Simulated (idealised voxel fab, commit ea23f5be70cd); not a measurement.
process module | voxel self aligned contacts
cross-section cut | 205 nm wide | cells 5 nm
A cross-section is a grid of square cells, given in bands from the top down. A band is one or more rows of cells.
Each band's line starts with the height of the band's top and of its bottom, in nm. Then come its materials from left to right, each with its width in nm. One material with "throughout" fills the band from edge to edge. "air" is empty space.
Height 0 is the level under which the wafer as received is all one material. The lowest band goes on downwards, as in "0 down".
A width such as "30 to 40" changes by the same amount from each row of cells to the next, from the band's top row to its bottom row.
"no change" after a step means that no cell of the cross-section changed.
closed voids: empty space of 8 cells or more with no open way to the top, each as width x height at its distance from the left edge, in nm
after a step's settings: what the simulator itself notes on the step
overlay nm, on a step with a mask: how far to the right of its planned place the mask lay; to the left if negative
plan
1 op RECEIVE | material Si
2 op CONFORMAL_DEP | material SiO2 | thk nm 5
3 op DIRECTIONAL_DEP | material polySi | thk nm 20
4 op DIRECTIONAL_DEP | material SiN | thk nm 15
5 op MASKED_ETCH | tone cover | mask id GATE | width nm 30 | pitch nm 65 | etch materials SiN | depth nm 15 | overlay nm 0
6 op MASKED_ETCH | tone cover | mask id GATE | width nm 30 | pitch nm 65 | etch materials polySi | depth nm 20 | overlay nm 0
7 op CONFORMAL_DEP | material SiN | thk nm 5
8 op DIRECTIONAL_ETCH | etch materials SiN | depth nm 5
9 op FILL_DEP | material SiO2 | thk nm 20
10 op CMP | height nm 50
11 op DIRECTIONAL_DEP | material aC | thk nm 10
12 op PATTERN | tone open | mask id CONTACT | material resist | width nm 45 | thk nm 25 | overlay nm -15
13 op DIRECTIONAL_ETCH | etch materials aC | depth nm 10
14 op STRIP | etch materials resist
15 op DIRECTIONAL_ETCH | etch materials SiO2 | depth nm 50
16 op STRIP | etch materials aC
17 op CONFORMAL_DEP | material TiN | thk nm 5
18 op FILL_DEP | material W | thk nm 10
19 op CMP | height nm 50
20 op CONFORMAL_DEP | material SiN | thk nm 5
varied across the wafers: overlay nm of step 12. The plan shows the first wafer's value. All wafers start alike
first wafer as received, after step 1
  0 down: Si throughout
  closed voids: none
each wafer at the end: cells of each material gained (+) or lost (-) since it was received, then its closed voids
overlay nm -15 | +105 SiN | +248 SiO2 | +27 TiN | +23 W | +48 polySi | closed voids: none
overlay nm -10 | +105 SiN | +240 SiO2 | +27 TiN | +31 W | +48 polySi | closed voids: none
overlay nm -5 | +105 SiN | +240 SiO2 | +27 TiN | +31 W | +48 polySi | closed voids: none
overlay nm 0 | +105 SiN | +240 SiO2 | +27 TiN | +31 W | +48 polySi | closed voids: none
overlay nm 5 | +105 SiN | +240 SiO2 | +27 TiN | +31 W | +48 polySi | closed voids: none
overlay nm 10 | +105 SiN | +240 SiO2 | +27 TiN | +31 W | +48 polySi | closed voids: none
overlay nm 15 | +105 SiN | +248 SiO2 | +27 TiN | +23 W | +48 polySi | closed voids: none
